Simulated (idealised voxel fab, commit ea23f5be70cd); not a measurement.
Documented hereafter: the process module known as voxel spacer lines.
Shown is cross-section cut, with a width of 185 nm and square cells of size 5 nm.
Just so we're on the same page, the cross-sections are grids of square cells, and they're listed out in bands top to bottom, each band one or more rows deep.
The entry gives the band's vertical extent as a top height and a bottom height in nm, then its horizontal make-up as materials from left to right, each with a width in nm. "air" stands for empty space; a single material marked "edge to edge" fills the band edge to edge.
A quick word on heights: they are counted from 0, and under that level the wafer as it came to us is one material throughout. The lowest band is different from the rest in having no bottom; it simply continues downward, written as in "z 0 and below".
You'd read "30->40" like this: the band's top row of cells is as wide as the first number, its bottom row is as wide as the second, and going down, every row changes width by the same amount as the row before did.
"remained the same" after a step means that no cell of the cross-section changed.
The label "Cavities, sealed" introduces a list of the empty spaces, 8 cells or larger, that have no open way up to the top; each entry in it reads width x height at distance, where the distance is taken from the left edge and all three are stated in nm.
On each step's line, the part that comes after the settings is the simulator's own comment on the step.
The setting "overlay nm" may be written on the line of a step. When the step uses a mask, the value reports how far to the right of the planned place the mask lay, and a negative value reports that it lay to the left.

## The planned process steps are enumerated hereunder
| 1 | RECEIVE, material Si |
| 2 | CONFORMAL_DEP, material Al2O3, thk nm 10 |
| 3 | DIRECTIONAL_DEP, material SiN, thk nm 10 |
| 4 | DIRECTIONAL_DEP, material polySi, thk nm 30 |
| 5 | PATTERN, tone cover, mask id MANDREL, material resist, width nm 15, pitch nm 60, thk nm 40, overlay nm 0 |
| 6 | DIRECTIONAL_ETCH, etch materials polySi, depth nm 30 |
| 7 | STRIP, etch materials resist |
| 8 | CONFORMAL_DEP, material SiO2, thk nm 10 |
| 9 | DIRECTIONAL_ETCH, etch materials SiO2, depth nm 10 |
| 10 | STRIP, etch materials polySi |
| 11 | DIRECTIONAL_ETCH, etch materials SiN, depth nm 10 |
| 12 | STRIP, etch materials SiO2 |
The plan shows the width nm of step 5 as the first wafer had it; this setting differs between the wafers, which start out alike.

## As received, i.e. after step 1: cross-section through the first of several wafers
    z 0 and below: Si edge to edge
    Cavities, sealed: none

## Shown in cross-section: the first of several wafers at the end of the module, after its last step, step 12
    z 20 to 10: 15 nm air, 10 nm SiN, 15 nm air, 10 nm SiN, 25 nm air, 10 nm SiN, 15 nm air, 10 nm SiN, 25 nm air, 10 nm SiN, 15 nm air, 10 nm SiN, 15 nm air
    z 10 to 0: Al2O3 edge to edge
    z 0 and below: Si edge to edge
    Cavities, sealed: none

## Cross-section at module completion, last wafer
    z 20 to 10: 5 nm air, 10 nm SiN, 35 nm air, 10 nm SiN, 5 nm air, 10 nm SiN, 35 nm air, 10 nm SiN, 5 nm air, 10 nm SiN, 35 nm air, 10 nm SiN, 5 nm air
    z 10 to 0: Al2O3 edge to edge
    z 0 and below: Si edge to edge
    Cavities, sealed: none

## The following table contains a row per wafer, in which are reported, at the conclusion of the module, the cells of each material gained (+) or lost (-) since the wafer's receipt, with its closed voids given thereafter
width nm 15; +74 Al2O3; +24 SiN; Cavities, sealed: none
width nm 20; +74 Al2O3; +24 SiN; Cavities, sealed: none
width nm 25; +74 Al2O3; +24 SiN; Cavities, sealed: none
width nm 30; +74 Al2O3; +24 SiN; Cavities, sealed: none
width nm 35; +74 Al2O3; +24 SiN; Cavities, sealed: none
